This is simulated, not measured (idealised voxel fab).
Module name: voxel air gaps (process module)
It is cross-section cut that appears here, measuring 215 nm in width, its square cells being 5 nm in size.
Cross-section, as written here: a square-cell grid given band by band from the top down, where a band holds one or more rows of cells.
The band entry comprises the height of the band's top followed by the height of its bottom, expressed in nm, and subsequently the band's materials from left to right, each stated together with its width in nm. Where a single material is marked with the word "throughout", that material fills the band from edge to edge. The word "blank" represents empty space.
A quick word on heights: they are counted from 0, and under that level the wafer as it came to us is one material throughout. The lowest band is different from the rest in having no bottom; it simply continues downward, written as in "from 0 down".
Width "30 to 40": first value at the band's top row of cells, second value at its bottom row, equal change from row to row.
The cross-section has no changed cell in any step marked "same as before".
Heads up: "Cavities, sealed" only lists the empty pockets with no open path to the top that are 8 cells or more, and it writes them as width x height at distance, distance from the left edge, in nm.
That trailing text on a step's line, after the settings, is the simulator's own remark on the step.
"overlay nm", when on a step's line for a step with a mask, measures how far to the right of its planned place the mask lay; a negative measure means to the left.
Planned step list for the process
1,RECEIVE [material Si]
2,CONFORMAL_DEP [material SiO2] [thk nm 15]
3,CONFORMAL_DEP [material SiCN] [thk nm 5]
4,DIRECTIONAL_DEP [material SiO2] [thk nm 35]
5,DIRECTIONAL_DEP [material aC] [thk nm 15]
6,PATTERN [tone open] [mask id LINES] [material resist] [width nm 25] [pitch nm 50] [thk nm 30] [overlay nm 0]
7,DIRECTIONAL_ETCH [etch materials aC] [depth nm 15]
8,STRIP [etch materials resist]
9,DIRECTIONAL_ETCH [etch materials SiO2] [depth nm 35]
10,STRIP [etch materials aC]
11,CONFORMAL_DEP [material TiN] [thk nm 5]
12,FILL_DEP [material W] [thk nm 5]
13,CMP [height nm 55]
14,EPI [material Ru] [thk nm 10]
15,SELECTIVE_ETCH [etch materials SiO2] [depth nm 45]
16,CONFORMAL_DEP [material SiCN] [thk nm 5]
The following pertains to the first of two wafers, which was processed as planned
Cross-section of the incoming wafer, state after step 1
  from 0 down: Si throughout
  Cavities, sealed: none
Wafer xsec, post step 2
  from 15 to 0: SiO2 throughout
  Rest of section, below 0: as before.
Wafer xsec, post step 3
  from 20 to 15: SiCN throughout
  Rest of section, below 15: as before.
Wafer xsec, post step 4
  from 55 to 20: SiO2 throughout
  Rest of section, below 20: as before.
Wafer xsec, post step 5
  from 70 to 55: aC throughout
  Rest of section, below 55: as before.
Wafer xsec, post step 6
  from 100 to 70: resist 45, blank 25, resist 25, blank 25, resist 25, blank 25, resist 45
  Rest of section, below 70: as before.
Wafer xsec, post step 7
  from 85 to 70: resist 45, blank 25, resist 25, blank 25, resist 25, blank 25, resist 45
  from 70 to 55: aC 45, blank 25, aC 25, blank 25, aC 25, blank 25, aC 45
  Rest of section, below 55: as before.
Wafer xsec, post step 8
  from 70 to 55: aC 45, blank 25, aC 25, blank 25, aC 25, blank 25, aC 45
  Rest of section, below 55: as before.
Wafer xsec, post step 9
  from 70 to 55: aC 45, blank 25, aC 25, blank 25, aC 25, blank 25, aC 45
  from 55 to 20: SiO2 45, blank 25, SiO2 25, blank 25, SiO2 25, blank 25, SiO2 45
  Rest of section, below 20: as before.
Wafer xsec, post step 10
  from 55 to 20: SiO2 45, blank 25, SiO2 25, blank 25, SiO2 25, blank 25, SiO2 45
  Rest of section, below 20: as before.
Wafer xsec, post step 11
  from 60 to 55: TiN 50, blank 15, TiN 35, blank 15, TiN 35, blank 15, TiN 50
  from 55 to 25: SiO2 45, TiN 5, blank 15, TiN 5, SiO2 25, TiN 5, blank 15, TiN 5, SiO2 25, TiN 5, blank 15, TiN 5, SiO2 45
  from 25 to 20: SiO2 45, TiN 25, SiO2 25, TiN 25, SiO2 25, TiN 25, SiO2 45
  Rest of section, below 20: as before.
Wafer xsec, post step 12
  from 65 to 60: W throughout
  from 60 to 55: TiN 50, W 15, TiN 35, W 15, TiN 35, W 15, TiN 50
  from 55 to 25: SiO2 45, TiN 5, W 15, TiN 5, SiO2 25, TiN 5, W 15, TiN 5, SiO2 25, TiN 5, W 15, TiN 5, SiO2 45
  Rest of section, below 25: as before.
Wafer xsec, post step 13
  from 55 to 25: SiO2 45, TiN 5, W 15, TiN 5, SiO2 25, TiN 5, W 15, TiN 5, SiO2 25, TiN 5, W 15, TiN 5, SiO2 45
  Rest of section, below 25: as before.
Wafer xsec, post step 14
  from 65 to 55: blank 35, Ru 45, blank 5, Ru 45, blank 5, Ru 45, blank 35
  Rest of section, below 55: as before.
Wafer xsec, post step 15
  from 65 to 55: blank 35, Ru 45, blank 5, Ru 45, blank 5, Ru 45, blank 35
  from 55 to 25: blank 45, TiN 5, W 15, TiN 5, blank 25, TiN 5, W 15, TiN 5, blank 25, TiN 5, W 15, TiN 5, blank 45
  from 25 to 20: blank 45, TiN 25, blank 25, TiN 25, blank 25, TiN 25, blank 45
  Rest of section, below 20: as before.
Wafer xsec, post step 16
  from 70 to 65: blank 30, SiCN 155, blank 30
  from 65 to 55: blank 30, SiCN 5, Ru 45, SiCN 5, Ru 45, SiCN 5, Ru 45, SiCN 5, blank 30
  from 55 to 50: blank 30, SiCN 15, TiN 5, W 15, TiN 5, SiCN 25, TiN 5, W 15, TiN 5, SiCN 25, TiN 5, W 15, TiN 5, SiCN 15, blank 30
  from 50 to 25: blank 40, SiCN 5, TiN 5, W 15, TiN 5, SiCN 5, blank 15, SiCN 5, TiN 5, W 15, TiN 5, SiCN 5, blank 15, SiCN 5, TiN 5, W 15, TiN 5, SiCN 5, blank 40
  from 25 to 20: SiCN 45, TiN 25, SiCN 25, TiN 25, SiCN 25, TiN 25, SiCN 45
  Rest of section, below 20: as before.
  Cavities, sealed: 15 x 25 at 75; 15 x 25 at 125
Wafer two: like wafer one in start and plan, but with one mistake in execution; identical up to and including step 5
X-section, second wafer, when step 6 was due to finish
  from 100 to 70: blank 45, resist 25, blank 25, resist 25, blank 25, resist 25, blank 45
  Rest of section, below 70: as before.
X-section, second wafer, when step 7 was due to finish
  from 85 to 70: blank 45, resist 25, blank 25, resist 25, blank 25, resist 25, blank 45
  from 70 to 55: blank 45, aC 25, blank 25, aC 25, blank 25, aC 25, blank 45
  Rest of section, below 55: as before.
X-section, second wafer, when step 8 was due to finish
  from 70 to 55: blank 45, aC 25, blank 25, aC 25, blank 25, aC 25, blank 45
  Rest of section, below 55: as before.
X-section, second wafer, when step 9 was due to finish
  from 70 to 55: blank 45, aC 25, blank 25, aC 25, blank 25, aC 25, blank 45
  from 55 to 20: blank 45, SiO2 25, blank 25, SiO2 25, blank 25, SiO2 25, blank 45
  Rest of section, below 20: as before.
X-section, second wafer, when step 10 was due to finish
  from 55 to 20: blank 45, SiO2 25, blank 25, SiO2 25, blank 25, SiO2 25, blank 45
  Rest of section, below 20: as before.
X-section, second wafer, when step 11 was due to finish
  from 60 to 55: blank 40, TiN 35, blank 15, TiN 35, blank 15, TiN 35, blank 40
  from 55 to 25: blank 40, TiN 5, SiO2 25, TiN 5, blank 15, TiN 5, SiO2 25, TiN 5, blank 15, TiN 5, SiO2 25, TiN 5, blank 40
  from 25 to 20: TiN 45, SiO2 25, TiN 25, SiO2 25, TiN 25, SiO2 25, TiN 45
  Rest of section, below 20: as before.
X-section, second wafer, when step 12 was due to finish
  from 65 to 60: W throughout
  from 60 to 55: W 40, TiN 35, W 15, TiN 35, W 15, TiN 35, W 40
  from 55 to 25: W 40, TiN 5, SiO2 25, TiN 5, W 15, TiN 5, SiO2 25, TiN 5, W 15, TiN 5, SiO2 25, TiN 5, W 40
  Rest of section, below 25: as before.
X-section, second wafer, when step 13 was due to finish
  from 55 to 25: W 40, TiN 5, SiO2 25, TiN 5, W 15, TiN 5, SiO2 25, TiN 5, W 15, TiN 5, SiO2 25, TiN 5, W 40
  Rest of section, below 25: as before.
X-section, second wafer, when step 14 was due to finish
  from 65 to 55: Ru 55, blank 5, Ru 45, blank 5, Ru 45, blank 5, Ru 55
  Rest of section, below 55: as before.
X-section, second wafer, when step 15 was due to finish
  from 65 to 55: Ru 55, blank 5, Ru 45, blank 5, Ru 45, blank 5, Ru 55
  from 55 to 25: W 40, TiN 5, blank 25, TiN 5, W 15, TiN 5, blank 25, TiN 5, W 15, TiN 5, blank 25, TiN 5, W 40
  from 25 to 20: TiN 45, blank 25, TiN 25, blank 25, TiN 25, blank 25, TiN 45
  Rest of section, below 20: as before.
X-section, second wafer, when step 16 was due to finish
  from 70 to 65: SiCN throughout
  from 65 to 55: Ru 55, SiCN 5, Ru 45, SiCN 5, Ru 45, SiCN 5, Ru 55
  from 55 to 50: W 40, TiN 5, SiCN 25, TiN 5, W 15, TiN 5, SiCN 25, TiN 5, W 15, TiN 5, SiCN 25, TiN 5, W 40
  from 50 to 25: W 40, TiN 5, SiCN 5, blank 15, SiCN 5, TiN 5, W 15, TiN 5, SiCN 5, blank 15, SiCN 5, TiN 5, W 15, TiN 5, SiCN 5, blank 15, SiCN 5, TiN 5, W 40
  from 25 to 20: TiN 45, SiCN 25, TiN 25, SiCN 25, TiN 25, SiCN 25, TiN 45
  Rest of section, below 20: as before.
  Cavities, sealed: 15 x 25 at 50; 15 x 25 at 100; 15 x 25 at 150
The plan and the run diverged here: not per plan at step 6, really ran PATTERN [tone cover] [mask id LINES] [material resist] [width nm 25] [pitch nm 50] [thk nm 30] [overlay nm 0]
Materials where the second wafer ends with more or fewer cells than the first: Ru: 26 more; SiCN: 4 fewer; TiN: 13 more; W: 78 more
The closed voids present at the end amount to 2 for the first wafer and 3 for the second wafer.
